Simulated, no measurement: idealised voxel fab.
process module | voxel capacitor over wiring
The cross-section shown here is cut; it is 190 nm wide and divided into square cells measuring 5 nm on a side.
Cross-sections here: square-cell grids, written as top-down lists of bands, a band being one or more rows of cells. Quick guide to a band line: top height, bottom height (nm) up front; then every material left to right with its width in nm. Only one material and it's marked "all across"? Then it fills the band edge to edge. And "air" just means empty space. For the purposes of this specification, 0 denotes the height below which the wafer in its as-received condition is composed wholly of one material, and the lowermost band, lacking a lower limit, extends downward without end, as expressed in "0 down". When a width is written as two numbers, as in "30 to 40", the first number is the width in the top row of cells of the band and the second is the width in its bottom row, and the width changes by the same amount from each row to the next. "left unchanged" -> step changed no cross-section cell. Enclosed voids (no open way to top), threshold 8 cells or more, entry "Trapped void list", notation width x height at distance, distance from left edge, nm. Step line, after settings: the simulator's comment on this step. Among the settings permitted on a step's line is "overlay nm"; applied to a step with a mask, it specifies the extent to which the mask lay to the right of its planned position, whereas a negative figure signifies a position to the left.

# The following list gives the planned process steps
1. RECEIVE, material Si
2. CONFORMAL_DEP, material SiO2, thk nm 10
3. DIRECTIONAL_DEP, material TiN, thk nm 5
4. DIRECTIONAL_DEP, material W, thk nm 15
5. DIRECTIONAL_DEP, material aC, thk nm 10
6. PATTERN, tone cover, mask id METAL_1, material resist, width nm 30, pitch nm 100, thk nm 25, overlay nm 0
7. DIRECTIONAL_ETCH, etch materials aC, depth nm 10
8. STRIP, etch materials resist
9. DIRECTIONAL_ETCH, etch materials W, depth nm 15
10. DIRECTIONAL_ETCH, etch materials TiN, depth nm 5
11. STRIP, etch materials aC
12. FILL_DEP, material SiO2, thk nm 10
13. CMP, height nm 30
14. CONFORMAL_DEP, material SiCN, thk nm 5
15. DIRECTIONAL_DEP, material SiO2, thk nm 20
16. PATTERN, tone open, mask id PLUG_1, material resist, width nm 15, thk nm 15, overlay nm 0
17. DIRECTIONAL_ETCH, etch materials SiO2, depth nm 20
18. DIRECTIONAL_ETCH, etch materials SiCN, depth nm 5
19. STRIP, etch materials resist
20. EPI, material Ru, thk nm 10
21. EPI, material Ru, thk nm 10
22. EPI, material Ru, thk nm 5
23. DIRECTIONAL_DEP, material TiN, thk nm 5
24. DIRECTIONAL_DEP, material HfO2, thk nm 5
25. DIRECTIONAL_DEP, material TiN, thk nm 10
26. DIRECTIONAL_DEP, material aC, thk nm 10
27. PATTERN, tone cover, mask id UPPER_PLATE, material resist, width nm 75, thk nm 30, overlay nm 0
28. DIRECTIONAL_ETCH, etch materials aC, depth nm 10
29. STRIP, etch materials resist
30. DIRECTIONAL_ETCH, etch materials TiN, depth nm 10
31. DIRECTIONAL_ETCH, etch materials HfO2, depth nm 5
32. STRIP, etch materials aC
33. DIRECTIONAL_DEP, material aC, thk nm 10
34. PATTERN, tone cover, mask id LOWER_PLATE, material resist, width nm 85, thk nm 25, overlay nm 0
35. DIRECTIONAL_ETCH, etch materials aC, depth nm 10
36. STRIP, etch materials resist
37. DIRECTIONAL_ETCH, etch materials TiN, depth nm 5
38. STRIP, etch materials aC
39. FILL_DEP, material SiO2, thk nm 15
40. CMP, height nm 85
41. DIRECTIONAL_DEP, material aC, thk nm 15
42. PATTERN, tone open, mask id PLUG_2, material resist, width nm 15, thk nm 35, overlay nm 0
43. DIRECTIONAL_ETCH, etch materials aC, depth nm 15
44. STRIP, etch materials resist
45. DIRECTIONAL_ETCH, etch materials SiO2, depth nm 10
46. STRIP, etch materials aC
47. CONFORMAL_DEP, material TiN, thk nm 5
48. FILL_DEP, material Ru, thk nm 5
49. CMP, height nm 85
50. CONFORMAL_DEP, material SiN, thk nm 5

# Cross-section of the wafer at receipt, which is the condition after step 1
- 0 down = Si all across
- Trapped void list: none

# This is how the wafer looks in cross-section once the module is done, given the starting state and plan above and one mistake in carrying the plan out
- 90 to 85 = SiN all across
- 85 to 80 = SiO2 55 nm  TiN 5 nm  Ru 5 nm  TiN 5 nm  SiO2 120 nm
- 80 to 75 = SiO2 55 nm  TiN 15 nm  SiO2 120 nm
- 75 to 65 = SiO2 60 nm  TiN 60 nm  SiO2 70 nm
- 65 to 60 = SiO2 60 nm  HfO2 60 nm  SiO2 70 nm
- 60 to 50 = SiO2 40 to 45 nm  TiN 85 to 15 nm  SiO2 65 to 130 nm
- 50 to 45 = SiO2 45 nm  HfO2 15 nm  SiO2 130 nm
- 45 to 40 = SiO2 45 nm  TiN 15 nm  SiO2 130 nm
- 40 to 35 = SiO2 all across
- 35 to 30 = SiCN all across
- 30 to 15 = SiO2 30 nm  W 30 nm  SiO2 70 nm  W 30 nm  SiO2 30 nm
- 15 to 10 = SiO2 30 nm  TiN 30 nm  SiO2 70 nm  TiN 30 nm  SiO2 30 nm
- 10 to 0 = SiO2 all across
- 0 down = Si all across
- Trapped void list: none
Where did the run depart from the plan? step 17, actual vs plan mismatch, actual run DIRECTIONAL_ETCH, etch materials SiO2, depth nm 15
